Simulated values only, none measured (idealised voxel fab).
Herein follows the process module entitled voxel ribs on slabs.
FYI the section here is cut, 245 nm wide, cells are 5 nm squares.
The cross-sections in this document take the form of a grid made of square cells. They are written out as bands, in order from top to bottom. Each band consists of one or more rows of cells. Within each band entry, the heights of the top and of the bottom of the band appear first, in that order and in nm; the materials of the band then follow from left to right, each with its corresponding width in nm. The designation "full width" on a single material indicates that it fills the band from edge to edge; the designation "air" indicates empty space. Heights are measured from 0, the level below which the as-received wafer is all one material; the lowest band has no bottom and continues downward, written as in "0 and below". A width such as "30 to 40" changes by the same amount from each row of cells to the next, from the band's top row to its bottom row. "nothing was modified" (step): cross-section cells unchanged, all of them. "Enclosed cavities" enumerates empty spaces isolated from the top, with no open way to it, that contain at least 8 cells, giving each as width x height at distance from the left edge, all three in nm. Where a step's line continues beyond its settings, the continuation is a remark by the simulator itself on that step. overlay nm: step with mask; distance mask lay right of planned place; negative value = left of planned place.
The following list gives the planned process steps
1) RECEIVE with material Si
2) DIRECTIONAL_DEP with material SiO2, thk nm 25
3) DIRECTIONAL_DEP with material SiN, thk nm 25
4) DIRECTIONAL_DEP with material aC, thk nm 15
5) PATTERN with tone cover, mask id RIB, material resist, width nm 15, thk nm 30, overlay nm 0
6) DIRECTIONAL_ETCH with etch materials aC, depth nm 15
7) STRIP with etch materials resist
8) DIRECTIONAL_ETCH with etch materials SiN, depth nm 5
9) STRIP with etch materials aC
10) MASKED_ETCH with tone cover, mask id SLAB, width nm 55, etch materials SiN, depth nm 20, overlay nm 0
11) FILL_DEP with material SiO2, thk nm 20
12) CMP with height nm 65
13) DIRECTIONAL_DEP with material TiN, thk nm 10
14) PATTERN with tone cover, mask id HEATER, material resist, width nm 25, thk nm 15, overlay nm 0
15) DIRECTIONAL_ETCH with etch materials TiN, depth nm 10
16) STRIP with etch materials resist
17) CONFORMAL_DEP with material SiN, thk nm 10
Delivered wafer in cross-section: state after step 1
- 0 and below = Si full width
- Enclosed cavities: none
Final wafer profile in cross-section after the module, from the same start and plan as above, with one mistake made during processing
- 85 down to 75 = 100 of air  45 of SiN  100 of air
- 75 down to 65 = 110 of SiN  25 of TiN  110 of SiN
- 65 down to 45 = SiO2 full width
- 45 down to 30 = 95 of SiN  55 of SiO2  95 of SiN
- 30 down to 25 = 95 of SiN  20 of SiO2  15 of SiN  20 of SiO2  95 of SiN
- 25 down to 0 = SiO2 full width
- 0 and below = Si full width
- Enclosed cavities: none
Deviation from plan: it should be noted that step 10 was executed with settings other than those planned, the operation and settings actually applied being MASKED_ETCH with tone open, mask id SLAB, width nm 55, etch materials SiN, depth nm 20, overlay nm 0
